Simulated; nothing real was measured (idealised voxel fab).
process module | voxel fin reveal
cross-section cut | 215 nm wide | cells 5 nm
A cross-section is a grid of square cells, given in bands from the top down. A band is one or more rows of cells.
Each band's line starts with the height of the band's top and of its bottom, in nm. Then come its materials from left to right, each with its width in nm. One material with "throughout" fills the band from edge to edge. "air" is empty space.
Height 0 is the level under which the wafer as received is all one material. The lowest band goes on downwards, as in "0 down".
A width such as "30 to 40" changes by the same amount from each row of cells to the next, from the band's top row to its bottom row.
"no change" after a step means that no cell of the cross-section changed.
closed voids: empty space of 8 cells or more with no open way to the top, each as width x height at its distance from the left edge, in nm
after a step's settings: what the simulator itself notes on the step
overlay nm, on a step with a mask: how far to the right of its planned place the mask lay; to the left if negative
plan
1 op RECEIVE | material Si
2 op CONFORMAL_DEP | material SiN | thk nm 5
3 op MASKED_ETCH | tone cover | mask id FINS | width nm 15 | pitch nm 40 | etch materials SiN | depth nm 5 | overlay nm 0
4 op MASKED_ETCH | tone cover | mask id FINS | width nm 15 | pitch nm 40 | etch materials Si | depth nm 30 | overlay nm 0
5 op OXIDIZE | depth nm 5
6 op FILL_DEP | material SiO2 | thk nm 10
7 op CMP | height nm 5
8 op SELECTIVE_ETCH | etch materials SiO2 | depth nm 25
9 op STRIP | etch materials SiN
as received, after step 1
  0 down: Si throughout
  closed voids: none
first wafer at the end, as planned
  0 to -20: air 65 | Si 5 | air 35 | Si 5 | air 35 | Si 5 | air 65
  -20 to -35: SiO2 65 | Si 5 | SiO2 35 | Si 5 | SiO2 35 | Si 5 | SiO2 65
  -35 down: Si throughout
  closed voids: none
second wafer at the end: like start, like plan, one mistake
  0 to -20: air 65 | Si 5 | air 35 | Si 5 | air 35 | Si 5 | air 65
  -20 to -65: SiO2 65 | Si 5 | SiO2 35 | Si 5 | SiO2 35 | Si 5 | SiO2 65
  -65 down: Si throughout
  closed voids: none
what went wrong: step 4 was run twice
at the end the second wafer has, in cells: 240 fewer of Si | 240 more of SiO2
